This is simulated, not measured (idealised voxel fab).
process module | voxel transistor to metal
cross-section cut | 300 nm wide | cells 5 nm
A cross-section is a grid of square cells, given in bands from the top down. A band is one or more rows of cells.
Each band's line starts with the height of the band's top and of its bottom, in nm. Then come its materials from left to right, each with its width in nm. One material with "throughout" fills the band from edge to edge. "air" is empty space.
Height 0 is the level under which the wafer as received is all one material. The lowest band goes on downwards, as in "0 down".
A width such as "30 to 40" changes by the same amount from each row of cells to the next, from the band's top row to its bottom row.
"no change" after a step means that no cell of the cross-section changed.
closed voids: empty space of 8 cells or more with no open way to the top, each as width x height at its distance from the left edge, in nm
after a step's settings: what the simulator itself notes on the step
overlay nm, on a step with a mask: how far to the right of its planned place the mask lay; to the left if negative
Each pair below shows a cross-section before one step and the cross-section after it, down to the lowest band that changed. The line under each pair gives the step between them, with its settings. The pairs can come from different runs of this module on the same starting wafer, so a pair continues from the pair above only where its "before" says so.
before
  70 to 45: resist 30 | air 15 | resist 65 | air 15 | resist 45 | air 15 | resist 65 | air 15 | resist 35
  45 to 35: aC throughout
  35 to 20: SiO2 throughout
  20 to 0: SiO2 45 | SiN 10 | HfO2 5 | TiN 35 | HfO2 5 | SiN 10 | SiO2 75 | SiN 10 | HfO2 5 | TiN 35 | HfO2 5 | SiN 10 | SiO2 50
  0 to -5: SiO2 15 | nSi 30 | SiO2 10 | HfO2 45 | SiO2 10 | nSi 30 | SiO2 15 | nSi 30 | SiO2 10 | HfO2 45 | SiO2 10 | nSi 30 | SiO2 20
  -5 to -25: SiO2 20 | Si 115 | SiO2 25 | Si 115 | SiO2 25
  -25 down: Si throughout
  closed voids: none
after
  60 to 45: resist 30 | air 15 | resist 65 | air 15 | resist 45 | air 15 | resist 65 | air 15 | resist 35
  45 to 35: aC 30 | air 15 | aC 65 | air 15 | aC 45 | air 15 | aC 65 | air 15 | aC 35
  below 35: unchanged
  closed voids: none
the step between: op DIRECTIONAL_ETCH | etch materials aC | depth nm 10
before: the cross-section after the pair above
after
  45 to 35: aC 30 | air 15 | aC 65 | air 15 | aC 45 | air 15 | aC 65 | air 15 | aC 35
  below 35: unchanged
  closed voids: none
the step between: op STRIP | etch materials resist
before: the cross-section after the pair above
after
  45 to 35: aC 30 | air 15 | aC 65 | air 15 | aC 45 | air 15 | aC 65 | air 15 | aC 35
  35 to 20: SiO2 30 | air 15 | SiO2 65 | air 15 | SiO2 45 | air 15 | SiO2 65 | air 15 | SiO2 35
  20 to 0: SiO2 30 | air 15 | SiN 10 | HfO2 5 | TiN 35 | HfO2 5 | SiN 10 | air 15 | SiO2 45 | air 15 | SiN 10 | HfO2 5 | TiN 35 | HfO2 5 | SiN 10 | air 15 | SiO2 35
  below 0: unchanged
  closed voids: none
the step between: op DIRECTIONAL_ETCH | etch materials SiO2 | depth nm 35
before: the cross-section after the pair above
after
  35 to 20: SiO2 30 | air 15 | SiO2 65 | air 15 | SiO2 45 | air 15 | SiO2 65 | air 15 | SiO2 35
  below 20: unchanged
  closed voids: none
the step between: op STRIP | etch materials aC
before: the cross-section after the pair above
after
  40 to 35: TiN 35 | air 5 | TiN 75 | air 5 | TiN 55 | air 5 | TiN 75 | air 5 | TiN 40
  35 to 20: SiO2 30 | TiN 5 | air 5 | TiN 5 | SiO2 65 | TiN 5 | air 5 | TiN 5 | SiO2 45 | TiN 5 | air 5 | TiN 5 | SiO2 65 | TiN 5 | air 5 | TiN 5 | SiO2 35
  20 to 5: SiO2 30 | TiN 5 | air 5 | TiN 5 | SiN 10 | HfO2 5 | TiN 35 | HfO2 5 | SiN 10 | TiN 5 | air 5 | TiN 5 | SiO2 45 | TiN 5 | air 5 | TiN 5 | SiN 10 | HfO2 5 | TiN 35 | HfO2 5 | SiN 10 | TiN 5 | air 5 | TiN 5 | SiO2 35
  5 to 0: SiO2 30 | TiN 15 | SiN 10 | HfO2 5 | TiN 35 | HfO2 5 | SiN 10 | TiN 15 | SiO2 45 | TiN 15 | SiN 10 | HfO2 5 | TiN 35 | HfO2 5 | SiN 10 | TiN 15 | SiO2 35
  below 0: unchanged
  closed voids: none
the step between: op CONFORMAL_DEP | material TiN | thk nm 5
before: the cross-section after the pair above
after
  45 to 40: W throughout
  40 to 35: TiN 35 | W 5 | TiN 75 | W 5 | TiN 55 | W 5 | TiN 75 | W 5 | TiN 40
  35 to 20: SiO2 30 | TiN 5 | W 5 | TiN 5 | SiO2 65 | TiN 5 | W 5 | TiN 5 | SiO2 45 | TiN 5 | W 5 | TiN 5 | SiO2 65 | TiN 5 | W 5 | TiN 5 | SiO2 35
  20 to 5: SiO2 30 | TiN 5 | W 5 | TiN 5 | SiN 10 | HfO2 5 | TiN 35 | HfO2 5 | SiN 10 | TiN 5 | W 5 | TiN 5 | SiO2 45 | TiN 5 | W 5 | TiN 5 | SiN 10 | HfO2 5 | TiN 35 | HfO2 5 | SiN 10 | TiN 5 | W 5 | TiN 5 | SiO2 35
  below 5: unchanged
  closed voids: none
the step between: op FILL_DEP | material W | thk nm 5
before: the cross-section after the pair above
after
  35 to 20: SiO2 30 | TiN 5 | W 5 | TiN 5 | SiO2 65 | TiN 5 | W 5 | TiN 5 | SiO2 45 | TiN 5 | W 5 | TiN 5 | SiO2 65 | TiN 5 | W 5 | TiN 5 | SiO2 35
  below 20: unchanged
  closed voids: none
the step between: op CMP | height nm 35
before: the cross-section after the pair above
after
  40 to 35: TiN throughout
  below 35: unchanged
  closed voids: none
the step between: op DIRECTIONAL_DEP | material TiN | thk nm 5
before: the cross-section after the pair above
after
  65 to 40: W throughout
  below 40: unchanged
  closed voids: none
the step between: op DIRECTIONAL_DEP | material W | thk nm 25
before: the cross-section after the pair above
after
  80 to 65: aC throughout
  below 65: unchanged
  closed voids: none
the step between: op DIRECTIONAL_DEP | material aC | thk nm 15
before: the cross-section after the pair above
after
  115 to 80: air 30 | resist 15 | air 65 | resist 15 | air 45 | resist 15 | air 65 | resist 15 | air 35
  below 80: unchanged
  closed voids: none
the step between: op PATTERN | tone cover | mask id METAL_1 | material resist | width nm 15 | thk nm 35 | overlay nm 0
before: the cross-section after the pair above
after
  100 to 80: air 30 | resist 15 | air 65 | resist 15 | air 45 | resist 15 | air 65 | resist 15 | air 35
  80 to 65: air 30 | aC 15 | air 65 | aC 15 | air 45 | aC 15 | air 65 | aC 15 | air 35
  below 65: unchanged
  closed voids: none
the step between: op DIRECTIONAL_ETCH | etch materials aC | depth nm 15
before: the cross-section after the pair above
after
  80 to 65: air 30 | aC 15 | air 65 | aC 15 | air 45 | aC 15 | air 65 | aC 15 | air 35
  below 65: unchanged
  closed voids: none
the step between: op STRIP | etch materials resist
before: the cross-section after the pair above
after
  80 to 65: air 30 | aC 15 | air 65 | aC 15 | air 45 | aC 15 | air 65 | aC 15 | air 35
  65 to 40: air 30 | W 15 | air 65 | W 15 | air 45 | W 15 | air 65 | W 15 | air 35
  below 40: unchanged
  closed voids: none
the step between: op DIRECTIONAL_ETCH | etch materials W | depth nm 25
before: the cross-section after the pair above
after
  80 to 65: air 30 | aC 15 | air 65 | aC 15 | air 45 | aC 15 | air 65 | aC 15 | air 35
  65 to 40: air 30 | W 15 | air 65 | W 15 | air 45 | W 15 | air 65 | W 15 | air 35
  40 to 35: air 30 | TiN 15 | air 65 | TiN 15 | air 45 | TiN 15 | air 65 | TiN 15 | air 35
  below 35: unchanged
  closed voids: none
the step between: op DIRECTIONAL_ETCH | etch materials TiN | depth nm 5
before: the cross-section after the pair above
after
  65 to 40: air 30 | W 15 | air 65 | W 15 | air 45 | W 15 | air 65 | W 15 | air 35
  below 40: unchanged
  closed voids: none
the step between: op STRIP | etch materials aC
before: the cross-section after the pair above
after
  75 to 65: SiO2 throughout
  65 to 40: SiO2 30 | W 15 | SiO2 65 | W 15 | SiO2 45 | W 15 | SiO2 65 | W 15 | SiO2 35
  40 to 35: SiO2 30 | TiN 15 | SiO2 65 | TiN 15 | SiO2 45 | TiN 15 | SiO2 65 | TiN 15 | SiO2 35
  below 35: unchanged
  closed voids: none
the step between: op FILL_DEP | material SiO2 | thk nm 10
before: the cross-section after the pair above
after
  65 to 40: SiO2 30 | W 15 | SiO2 65 | W 15 | SiO2 45 | W 15 | SiO2 65 | W 15 | SiO2 35
  below 40: unchanged
  closed voids: none
the step between: op CMP | height nm 65
before: the cross-section after the pair above
after
  70 to 65: SiN throughout
  below 65: unchanged
  closed voids: none
the step between: op CONFORMAL_DEP | material SiN | thk nm 5
before
  55 to 40: aC throughout
  40 to 25: SiCN throughout
  25 to 0: polySi throughout
  0 to -5: SiO2 throughout
  -5 to -25: SiO2 20 | Si 115 | SiO2 25 | Si 115 | SiO2 25
  -25 down: Si throughout
  closed voids: none
after
  85 to 55: resist 60 | air 35 | resist 105 | air 35 | resist 65
  below 55: unchanged
  closed voids: none
the step between: op PATTERN | tone open | mask id GATE | material resist | width nm 35 | pitch nm 140 | thk nm 30 | overlay nm 0
before: the cross-section after the pair above
after
  70 to 55: resist 60 | air 35 | resist 105 | air 35 | resist 65
  55 to 40: aC 60 | air 35 | aC 105 | air 35 | aC 65
  below 40: unchanged
  closed voids: none
the step between: op DIRECTIONAL_ETCH | etch materials aC | depth nm 15
before: the cross-section after the pair above
after
  55 to 40: aC 60 | air 35 | aC 105 | air 35 | aC 65
  below 40: unchanged
  closed voids: none
the step between: op STRIP | etch materials resist
before: the cross-section after the pair above
after
  55 to 40: aC 60 | air 35 | aC 105 | air 35 | aC 65
  40 to 25: SiCN 60 | air 35 | SiCN 105 | air 35 | SiCN 65
  below 25: unchanged
  closed voids: none
the step between: op DIRECTIONAL_ETCH | etch materials SiCN | depth nm 25
before: the cross-section after the pair above
after
  55 to 40: aC 60 | air 35 | aC 105 | air 35 | aC 65
  40 to 25: SiCN 60 | air 35 | SiCN 105 | air 35 | SiCN 65
  25 to 0: polySi 60 | air 35 | polySi 105 | air 35 | polySi 65
  below 0: unchanged
  closed voids: none
the step between: op DIRECTIONAL_ETCH | etch materials polySi | depth nm 35
before: the cross-section after the pair above
after
  40 to 25: SiCN 60 | air 35 | SiCN 105 | air 35 | SiCN 65
  below 25: unchanged
  closed voids: none
the step between: op STRIP | etch materials aC
before: the cross-section after the pair above
after
  45 to 40: SiO2 65 | air 25 | SiO2 115 | air 25 | SiO2 70
  40 to 25: SiCN 60 | SiO2 5 | air 25 | SiO2 5 | SiCN 105 | SiO2 5 | air 25 | SiO2 5 | SiCN 65
  25 to 5: polySi 60 | SiO2 5 | air 25 | SiO2 5 | polySi 105 | SiO2 5 | air 25 | SiO2 5 | polySi 65
  5 to 0: polySi 60 | SiO2 35 | polySi 105 | SiO2 35 | polySi 65
  below 0: unchanged
  closed voids: none
the step between: op CONFORMAL_DEP | material SiO2 | thk nm 5
before: the cross-section after the pair above
after
  40 to 25: SiCN 60 | SiO2 5 | air 25 | SiO2 5 | SiCN 105 | SiO2 5 | air 25 | SiO2 5 | SiCN 65
  25 to 0: polySi 60 | SiO2 5 | air 25 | SiO2 5 | polySi 105 | SiO2 5 | air 25 | SiO2 5 | polySi 65
  below 0: unchanged
  closed voids: none
the step between: op DIRECTIONAL_ETCH | etch materials SiO2 | depth nm 5
before: the cross-section after the pair above
after
  50 to 40: SiN 75 | air 5 | SiN 135 | air 5 | SiN 80
  40 to 25: SiCN 60 | SiO2 5 | SiN 10 | air 5 | SiN 10 | SiO2 5 | SiCN 105 | SiO2 5 | SiN 10 | air 5 | SiN 10 | SiO2 5 | SiCN 65
  25 to 10: polySi 60 | SiO2 5 | SiN 10 | air 5 | SiN 10 | SiO2 5 | polySi 105 | SiO2 5 | SiN 10 | air 5 | SiN 10 | SiO2 5 | polySi 65
  10 to 0: polySi 60 | SiO2 5 | SiN 25 | SiO2 5 | polySi 105 | SiO2 5 | SiN 25 | SiO2 5 | polySi 65
  below 0: unchanged
  closed voids: none
the step between: op CONFORMAL_DEP | material SiN | thk nm 10
before: the cross-section after the pair above
after
  40 to 25: SiCN 60 | SiO2 5 | SiN 10 | air 5 | SiN 10 | SiO2 5 | SiCN 105 | SiO2 5 | SiN 10 | air 5 | SiN 10 | SiO2 5 | SiCN 65
  25 to 0: polySi 60 | SiO2 5 | SiN 10 | air 5 | SiN 10 | SiO2 5 | polySi 105 | SiO2 5 | SiN 10 | air 5 | SiN 10 | SiO2 5 | polySi 65
  below 0: unchanged
  closed voids: none
the step between: op DIRECTIONAL_ETCH | etch materials SiN | depth nm 10
before: the cross-section after the pair above
after
  40 to 35: SiCN 60 | air 5 | SiN 10 | air 5 | SiN 10 | air 5 | SiCN 105 | air 5 | SiN 10 | air 5 | SiN 10 | air 5 | SiCN 65
  35 to 25: SiCN 60 | SiO2 5 | SiN 10 | air 5 | SiN 10 | SiO2 5 | SiCN 105 | SiO2 5 | SiN 10 | air 5 | SiN 10 | SiO2 5 | SiCN 65
  25 to 0: polySi 60 | SiO2 5 | SiN 10 | air 5 | SiN 10 | SiO2 5 | polySi 105 | SiO2 5 | SiN 10 | air 5 | SiN 10 | SiO2 5 | polySi 65
  0 to -5: SiO2 75 | air 5 | SiO2 135 | air 5 | SiO2 80
  below -5: unchanged
  closed voids: none
the step between: op DIRECTIONAL_ETCH | etch materials SiO2 | depth nm 5
before: the cross-section after the pair above
after
  40 to 35: SiCN 60 | air 5 | SiN 10 | air 5 | SiN 10 | air 5 | SiCN 105 | air 5 | SiN 10 | air 5 | SiN 10 | air 5 | SiCN 65
  35 to 25: SiCN 60 | SiO2 5 | SiN 10 | air 5 | SiN 10 | SiO2 5 | SiCN 105 | SiO2 5 | SiN 10 | air 5 | SiN 10 | SiO2 5 | SiCN 65
  25 to 0: polySi 60 | SiO2 5 | SiN 10 | air 5 | SiN 10 | SiO2 5 | polySi 105 | SiO2 5 | SiN 10 | air 5 | SiN 10 | SiO2 5 | polySi 65
  0 to -5: SiO2 75 | nSi 5 | SiO2 135 | nSi 5 | SiO2 80
  below -5: unchanged
  closed voids: none
the step between: op EPI | material nSi | thk nm 5
before: the cross-section after the pair above
after
  50 to 40: SiO2 throughout
  40 to 25: SiCN 60 | SiO2 5 | SiN 10 | SiO2 5 | SiN 10 | SiO2 5 | SiCN 105 | SiO2 5 | SiN 10 | SiO2 5 | SiN 10 | SiO2 5 | SiCN 65
  25 to 0: polySi 60 | SiO2 5 | SiN 10 | SiO2 5 | SiN 10 | SiO2 5 | polySi 105 | SiO2 5 | SiN 10 | SiO2 5 | SiN 10 | SiO2 5 | polySi 65
  below 0: unchanged
  closed voids: none
the step between: op FILL_DEP | material SiO2 | thk nm 10
before: the cross-section after the pair above
after
  25 to 0: polySi 60 | SiO2 5 | SiN 10 | SiO2 5 | SiN 10 | SiO2 5 | polySi 105 | SiO2 5 | SiN 10 | SiO2 5 | SiN 10 | SiO2 5 | polySi 65
  below 0: unchanged
  closed voids: none
the step between: op CMP | height nm 25
before: the cross-section after the pair above
after
  25 to 0: air 60 | SiO2 5 | SiN 10 | SiO2 5 | SiN 10 | SiO2 5 | air 105 | SiO2 5 | SiN 10 | SiO2 5 | SiN 10 | SiO2 5 | air 65
  below 0: unchanged
  closed voids: none
the step between: op STRIP | etch materials polySi
before: the cross-section after the pair above
after
  25 to 20: air 65 | SiN 10 | air 5 | SiN 10 | air 115 | SiN 10 | air 5 | SiN 10 | air 70
  20 to 0: air 65 | SiN 10 | SiO2 5 | SiN 10 | air 115 | SiN 10 | SiO2 5 | SiN 10 | air 70
  0 to -5: air 65 | SiO2 10 | nSi 5 | SiO2 10 | air 115 | SiO2 10 | nSi 5 | SiO2 10 | air 70
  below -5: unchanged
  closed voids: none
the step between: op SELECTIVE_ETCH | etch materials SiO2 | depth nm 5
before: the cross-section after the pair above
after
  30 to 25: air 60 | HfO2 35 | air 105 | HfO2 35 | air 65
  25 to 20: air 60 | HfO2 5 | SiN 10 | HfO2 5 | SiN 10 | HfO2 5 | air 105 | HfO2 5 | SiN 10 | HfO2 5 | SiN 10 | HfO2 5 | air 65
  20 to 0: air 60 | HfO2 5 | SiN 10 | SiO2 5 | SiN 10 | HfO2 5 | air 105 | HfO2 5 | SiN 10 | SiO2 5 | SiN 10 | HfO2 5 | air 65
  0 to -5: HfO2 65 | SiO2 10 | nSi 5 | SiO2 10 | HfO2 115 | SiO2 10 | nSi 5 | SiO2 10 | HfO2 70
  below -5: unchanged
  closed voids: none
the step between: op CONFORMAL_DEP | material HfO2 | thk nm 5
before: the cross-section after the pair above
after
  35 to 30: air 55 | TiN 45 | air 95 | TiN 45 | air 60
  30 to 25: air 55 | TiN 5 | HfO2 35 | TiN 5 | air 95 | TiN 5 | HfO2 35 | TiN 5 | air 60
  25 to 20: air 55 | TiN 5 | HfO2 5 | SiN 10 | HfO2 5 | SiN 10 | HfO2 5 | TiN 5 | air 95 | TiN 5 | HfO2 5 | SiN 10 | HfO2 5 | SiN 10 | HfO2 5 | TiN 5 | air 60
  20 to 5: air 55 | TiN 5 | HfO2 5 | SiN 10 | SiO2 5 | SiN 10 | HfO2 5 | TiN 5 | air 95 | TiN 5 | HfO2 5 | SiN 10 | SiO2 5 | SiN 10 | HfO2 5 | TiN 5 | air 60
  5 to 0: TiN 60 | HfO2 5 | SiN 10 | SiO2 5 | SiN 10 | HfO2 5 | TiN 105 | HfO2 5 | SiN 10 | SiO2 5 | SiN 10 | HfO2 5 | TiN 65
  below 0: unchanged
  closed voids: none
the step between: op CONFORMAL_DEP | material TiN | thk nm 5
before: the cross-section after the pair above
after
  40 to 35: W throughout
  35 to 30: W 55 | TiN 45 | W 95 | TiN 45 | W 60
  30 to 25: W 55 | TiN 5 | HfO2 35 | TiN 5 | W 95 | TiN 5 | HfO2 35 | TiN 5 | W 60
  25 to 20: W 55 | TiN 5 | HfO2 5 | SiN 10 | HfO2 5 | SiN 10 | HfO2 5 | TiN 5 | W 95 | TiN 5 | HfO2 5 | SiN 10 | HfO2 5 | SiN 10 | HfO2 5 | TiN 5 | W 60
  20 to 5: W 55 | TiN 5 | HfO2 5 | SiN 10 | SiO2 5 | SiN 10 | HfO2 5 | TiN 5 | W 95 | TiN 5 | HfO2 5 | SiN 10 | SiO2 5 | SiN 10 | HfO2 5 | TiN 5 | W 60
  below 5: unchanged
  closed voids: none
the step between: op FILL_DEP | material W | thk nm 5
before: the cross-section after the pair above
after
  20 to 5: W 55 | TiN 5 | HfO2 5 | SiN 10 | SiO2 5 | SiN 10 | HfO2 5 | TiN 5 | W 95 | TiN 5 | HfO2 5 | SiN 10 | SiO2 5 | SiN 10 | HfO2 5 | TiN 5 | W 60
  below 5: unchanged
  closed voids: none
the step between: op CMP | height nm 20
before: the cross-section after the pair above
after
  35 to 20: SiO2 throughout
  below 20: unchanged
  closed voids: none
the step between: op DIRECTIONAL_DEP | material SiO2 | thk nm 15
before: the cross-section after the pair above
after
  45 to 35: aC throughout
  below 35: unchanged
  closed voids: none
the step between: op DIRECTIONAL_DEP | material aC | thk nm 10
before: the cross-section after the pair above
after
  70 to 45: resist 30 | air 15 | resist 65 | air 15 | resist 45 | air 15 | resist 65 | air 15 | resist 35
  below 45: unchanged
  closed voids: none
the step between: op PATTERN | tone open | mask id CONTACT | material resist | width nm 15 | thk nm 25 | overlay nm 0
before: the cross-section after the pair above
after
  60 to 45: resist 30 | air 15 | resist 65 | air 15 | resist 45 | air 15 | resist 65 | air 15 | resist 35
  45 to 35: aC 30 | air 15 | aC 65 | air 15 | aC 45 | air 15 | aC 65 | air 15 | aC 35
  below 35: unchanged
  closed voids: none
the step between: op DIRECTIONAL_ETCH | etch materials aC | depth nm 10
before: the cross-section after the pair above
after
  45 to 35: aC 30 | air 15 | aC 65 | air 15 | aC 45 | air 15 | aC 65 | air 15 | aC 35
  below 35: unchanged
  closed voids: none
the step between: op STRIP | etch materials resist
before: the cross-section after the pair above
after
  45 to 35: aC 30 | air 15 | aC 65 | air 15 | aC 45 | air 15 | aC 65 | air 15 | aC 35
  35 to 20: SiO2 30 | air 15 | SiO2 65 | air 15 | SiO2 45 | air 15 | SiO2 65 | air 15 | SiO2 35
  below 20: unchanged
  closed voids: none
the step between: op DIRECTIONAL_ETCH | etch materials SiO2 | depth nm 35
before: the cross-section after the pair above
after
  35 to 20: SiO2 30 | air 15 | SiO2 65 | air 15 | SiO2 45 | air 15 | SiO2 65 | air 15 | SiO2 35
  below 20: unchanged
  closed voids: none
the step between: op STRIP | etch materials aC
before: the cross-section after the pair above
after
  40 to 35: TiN 35 | air 5 | TiN 75 | air 5 | TiN 55 | air 5 | TiN 75 | air 5 | TiN 40
  35 to 25: SiO2 30 | TiN 5 | air 5 | TiN 5 | SiO2 65 | TiN 5 | air 5 | TiN 5 | SiO2 45 | TiN 5 | air 5 | TiN 5 | SiO2 65 | TiN 5 | air 5 | TiN 5 | SiO2 35
  25 to 20: SiO2 30 | TiN 15 | SiO2 65 | TiN 15 | SiO2 45 | TiN 15 | SiO2 65 | TiN 15 | SiO2 35
  below 20: unchanged
  closed voids: none
the step between: op CONFORMAL_DEP | material TiN | thk nm 5
before: the cross-section after the pair above
after
  45 to 40: W throughout
  40 to 35: TiN 35 | W 5 | TiN 75 | W 5 | TiN 55 | W 5 | TiN 75 | W 5 | TiN 40
  35 to 25: SiO2 30 | TiN 5 | W 5 | TiN 5 | SiO2 65 | TiN 5 | W 5 | TiN 5 | SiO2 45 | TiN 5 | W 5 | TiN 5 | SiO2 65 | TiN 5 | W 5 | TiN 5 | SiO2 35
  below 25: unchanged
  closed voids: none
the step between: op FILL_DEP | material W | thk nm 5
before: the cross-section after the pair above
after
  35 to 25: SiO2 30 | TiN 5 | W 5 | TiN 5 | SiO2 65 | TiN 5 | W 5 | TiN 5 | SiO2 45 | TiN 5 | W 5 | TiN 5 | SiO2 65 | TiN 5 | W 5 | TiN 5 | SiO2 35
  below 25: unchanged
  closed voids: none
the step between: op CMP | height nm 35
before: the cross-section after the pair above
after
  40 to 35: TiN throughout
  below 35: unchanged
  closed voids: none
the step between: op DIRECTIONAL_DEP | material TiN | thk nm 5
before: the cross-section after the pair above
after
  65 to 40: W throughout
  below 40: unchanged
  closed voids: none
the step between: op DIRECTIONAL_DEP | material W | thk nm 25
before: the cross-section after the pair above
after
  80 to 65: aC throughout
  below 65: unchanged
  closed voids: none
the step between: op DIRECTIONAL_DEP | material aC | thk nm 15
before: the cross-section after the pair above
after
  115 to 80: air 30 | resist 15 | air 65 | resist 15 | air 45 | resist 15 | air 65 | resist 15 | air 35
  below 80: unchanged
  closed voids: none
the step between: op PATTERN | tone cover | mask id METAL_1 | material resist | width nm 15 | thk nm 35 | overlay nm 0
before: the cross-section after the pair above
after
  100 to 80: air 30 | resist 15 | air 65 | resist 15 | air 45 | resist 15 | air 65 | resist 15 | air 35
  80 to 65: air 30 | aC 15 | air 65 | aC 15 | air 45 | aC 15 | air 65 | aC 15 | air 35
  below 65: unchanged
  closed voids: none
the step between: op DIRECTIONAL_ETCH | etch materials aC | depth nm 15
before: the cross-section after the pair above
after
  80 to 65: air 30 | aC 15 | air 65 | aC 15 | air 45 | aC 15 | air 65 | aC 15 | air 35
  below 65: unchanged
  closed voids: none
the step between: op STRIP | etch materials resist
before: the cross-section after the pair above
after
  80 to 65: air 30 | aC 15 | air 65 | aC 15 | air 45 | aC 15 | air 65 | aC 15 | air 35
  65 to 40: air 30 | W 15 | air 65 | W 15 | air 45 | W 15 | air 65 | W 15 | air 35
  below 40: unchanged
  closed voids: none
the step between: op DIRECTIONAL_ETCH | etch materials W | depth nm 25
before: the cross-section after the pair above
after
  80 to 65: air 30 | aC 15 | air 65 | aC 15 | air 45 | aC 15 | air 65 | aC 15 | air 35
  65 to 40: air 30 | W 15 | air 65 | W 15 | air 45 | W 15 | air 65 | W 15 | air 35
  40 to 35: air 30 | TiN 15 | air 65 | TiN 15 | air 45 | TiN 15 | air 65 | TiN 15 | air 35
  below 35: unchanged
  closed voids: none
the step between: op DIRECTIONAL_ETCH | etch materials TiN | depth nm 5
before: the cross-section after the pair above
after
  65 to 40: air 30 | W 15 | air 65 | W 15 | air 45 | W 15 | air 65 | W 15 | air 35
  below 40: unchanged
  closed voids: none
the step between: op STRIP | etch materials aC
before: the cross-section after the pair above
after
  75 to 65: SiO2 throughout
  65 to 40: SiO2 30 | W 15 | SiO2 65 | W 15 | SiO2 45 | W 15 | SiO2 65 | W 15 | SiO2 35
  40 to 35: SiO2 30 | TiN 15 | SiO2 65 | TiN 15 | SiO2 45 | TiN 15 | SiO2 65 | TiN 15 | SiO2 35
  below 35: unchanged
  closed voids: none
the step between: op FILL_DEP | material SiO2 | thk nm 10
before: the cross-section after the pair above
after
  65 to 40: SiO2 30 | W 15 | SiO2 65 | W 15 | SiO2 45 | W 15 | SiO2 65 | W 15 | SiO2 35
  below 40: unchanged
  closed voids: none
the step between: op CMP | height nm 65
before: the cross-section after the pair above
after
  70 to 65: SiN throughout
  below 65: unchanged
  closed voids: none
the step between: op CONFORMAL_DEP | material SiN | thk nm 5
